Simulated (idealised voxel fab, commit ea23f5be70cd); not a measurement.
process module | voxel ribs on slabs
cross-section cut | 205 nm wide | cells 5 nm
A cross-section is a grid of square cells, given in bands from the top down. A band is one or more rows of cells.
Each band's line starts with the height of the band's top and of its bottom, in nm. Then come its materials from left to right, each with its width in nm. One material with "throughout" fills the band from edge to edge. "air" is empty space.
Height 0 is the level under which the wafer as received is all one material. The lowest band goes on downwards, as in "0 down".
A width such as "30 to 40" changes by the same amount from each row of cells to the next, from the band's top row to its bottom row.
"no change" after a step means that no cell of the cross-section changed.
closed voids: empty space of 8 cells or more with no open way to the top, each as width x height at its distance from the left edge, in nm
after a step's settings: what the simulator itself notes on the step
overlay nm, on a step with a mask: how far to the right of its planned place the mask lay; to the left if negative
plan
1 op RECEIVE | material Si
2 op DIRECTIONAL_DEP | material SiO2 | thk nm 20
3 op DIRECTIONAL_DEP | material SiN | thk nm 25
4 op DIRECTIONAL_DEP | material aC | thk nm 10
5 op PATTERN | tone cover | mask id RIB | material resist | width nm 20 | thk nm 25 | overlay nm 0
6 op DIRECTIONAL_ETCH | etch materials aC | depth nm 10
7 op STRIP | etch materials resist
8 op DIRECTIONAL_ETCH | etch materials SiN | depth nm 15
9 op STRIP | etch materials aC
10 op MASKED_ETCH | tone cover | mask id SLAB | width nm 70 | etch materials SiN | depth nm 10 | overlay nm 0
11 op FILL_DEP | material SiO2 | thk nm 20
12 op CMP | height nm 55
13 op DIRECTIONAL_DEP | material TiN | thk nm 5
14 op PATTERN | tone cover | mask id HEATER | material resist | width nm 30 | thk nm 15 | overlay nm 0
15 op DIRECTIONAL_ETCH | etch materials TiN | depth nm 5
16 op STRIP | etch materials resist
17 op CONFORMAL_DEP | material SiN | thk nm 10
as received, after step 1
  0 down: Si throughout
  closed voids: none
a wafer at the end: this start, this plan, one mistake
  70 to 65: air 75 | SiN 50 | air 80
  65 to 60: SiN throughout
  60 to 55: SiN 85 | TiN 30 | SiN 90
  55 to 45: SiO2 throughout
  45 to 35: SiO2 65 | SiN 25 | SiO2 20 | SiN 25 | SiO2 70
  35 to 30: SiN 90 | SiO2 20 | SiN 95
  30 to 20: SiN throughout
  20 to 0: SiO2 throughout
  0 down: Si throughout
  closed voids: none
what went wrong: step 5 ran as: op PATTERN | tone open | mask id RIB | material resist | width nm 20 | thk nm 25 | overlay nm 0
